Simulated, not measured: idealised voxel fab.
The name of this process module is voxel self aligned vias.
This is section cut - it's 235 nm across, gridded in 5 nm square cells.
Cross-section = grid of square cells, listed top down in bands; band = one or more rows.
Each band's line starts with the height of the band's top and of its bottom, in nm. Then come its materials from left to right, each with its width in nm. One material with "edge to edge" fills the band from edge to edge. "air" is empty space.
The reference from which all heights are counted is 0, the level beneath which the as-received wafer is entirely one material; the lowest band, having no lower bound, proceeds downward and is written after the example "0 and below".
Per-row width for "30..40": begins at first number (top row of band), ends at second number (bottom row), increment between rows held constant.
"all unchanged" -> step changed no cross-section cell.
Voids not open to the top, 8 cells minimum: see "Closed internal voids". Written width x height at distance; distance is from the left edge; nm.
On a step's line, text after the settings is the simulator commenting on that step.
What "overlay nm" on a step's line means: if the step has a mask, that mask lay this far to the right of its planned place, or, when the value is negative, to the left.

Listed below are the process steps as planned:
1) RECEIVE [material Si]
2) CONFORMAL_DEP [material SiO2] [thk nm 10]
3) CONFORMAL_DEP [material SiCN] [thk nm 5]
4) DIRECTIONAL_DEP [material lowk] [thk nm 30]
5) PATTERN [tone open] [mask id LINES] [material resist] [width nm 25] [pitch nm 65] [thk nm 15] [overlay nm 0]
6) DIRECTIONAL_ETCH [etch materials lowk] [depth nm 30]
7) STRIP [etch materials resist]
8) CONFORMAL_DEP [material TiN] [thk nm 5]
9) FILL_DEP [material Ru] [thk nm 5]
10) CMP [height nm 45]
11) SELECTIVE_ETCH [etch materials W Ru TiN] [depth nm 5]
12) FILL_DEP [material SiN] [thk nm 5]
13) CMP [height nm 45]
14) DIRECTIONAL_DEP [material lowk] [thk nm 20]
15) MASKED_ETCH [tone open] [mask id VIAS] [width nm 35] [pitch nm 65] [etch materials lowk] [depth nm 20] [overlay nm 0]
16) MASKED_ETCH [tone open] [mask id VIAS] [width nm 35] [pitch nm 65] [etch materials SiN] [depth nm 5] [overlay nm 0]
17) CONFORMAL_DEP [material TiN] [thk nm 5]
18) FILL_DEP [material W] [thk nm 10]
19) CMP [height nm 65]
20) CONFORMAL_DEP [material SiN] [thk nm 5]

As received (post step 1): cross-section:
- 0 and below  Si edge to edge
- Closed internal voids: none

The first of two wafers, cross-sectioned at the end of the module, with the run proceeding as planned:
- 70 down to 65  SiN edge to edge
- 65 down to 50  35 lowk, then 5 TiN, then 25 W, then 5 TiN, then 30 lowk, then 5 TiN, then 25 W, then 5 TiN, then 30 lowk, then 5 TiN, then 25 W, then 5 TiN, then 35 lowk
- 50 down to 45  35 lowk, then 10 TiN, then 15 W, then 10 TiN, then 30 lowk, then 10 TiN, then 15 W, then 10 TiN, then 30 lowk, then 10 TiN, then 15 W, then 10 TiN, then 35 lowk
- 45 down to 40  40 lowk, then 25 TiN, then 40 lowk, then 25 TiN, then 40 lowk, then 25 TiN, then 40 lowk
- 40 down to 20  40 lowk, then 5 TiN, then 15 Ru, then 5 TiN, then 40 lowk, then 5 TiN, then 15 Ru, then 5 TiN, then 40 lowk, then 5 TiN, then 15 Ru, then 5 TiN, then 40 lowk
- 20 down to 15  40 lowk, then 25 TiN, then 40 lowk, then 25 TiN, then 40 lowk, then 25 TiN, then 40 lowk
- 15 down to 10  SiCN edge to edge
- 10 down to 0  SiO2 edge to edge
- 0 and below  Si edge to edge
- Closed internal voids: none

Here's the second of our two wafers sectioned at module end. Same start as the first, same plan, but one mistake got made running it:
- 70 down to 65  SiN edge to edge
- 65 down to 50  35 lowk, then 5 TiN, then 25 W, then 5 TiN, then 30 lowk, then 5 TiN, then 25 W, then 5 TiN, then 30 lowk, then 5 TiN, then 25 W, then 5 TiN, then 35 lowk
- 50 down to 45  35 lowk, then 15 TiN, then 5 W, then 15 TiN, then 30 lowk, then 15 TiN, then 5 W, then 15 TiN, then 30 lowk, then 15 TiN, then 5 W, then 15 TiN, then 35 lowk
- 45 down to 40  40 lowk, then 5 SiCN, then 15 TiN, then 5 SiCN, then 40 lowk, then 5 SiCN, then 15 TiN, then 5 SiCN, then 40 lowk, then 5 SiCN, then 15 TiN, then 5 SiCN, then 40 lowk
- 40 down to 20  40 lowk, then 5 SiCN, then 15 Ru, then 5 SiCN, then 40 lowk, then 5 SiCN, then 15 Ru, then 5 SiCN, then 40 lowk, then 5 SiCN, then 15 Ru, then 5 SiCN, then 40 lowk
- 20 down to 15  40 lowk, then 25 SiCN, then 40 lowk, then 25 SiCN, then 40 lowk, then 25 SiCN, then 40 lowk
- 15 down to 10  SiCN edge to edge
- 10 down to 0  SiO2 edge to edge
- 0 and below  Si edge to edge
- Closed internal voids: none
It is concluded that the wafer was processed incorrectly with respect to the plan, in that so step 8 ended up running with a different setting than we planned, it ran as CONFORMAL_DEP [material SiCN] [thk nm 5]
At the finish, the second wafer shows more or fewer cells for some materials than the first does: SiCN +45; TiN -39; W -6
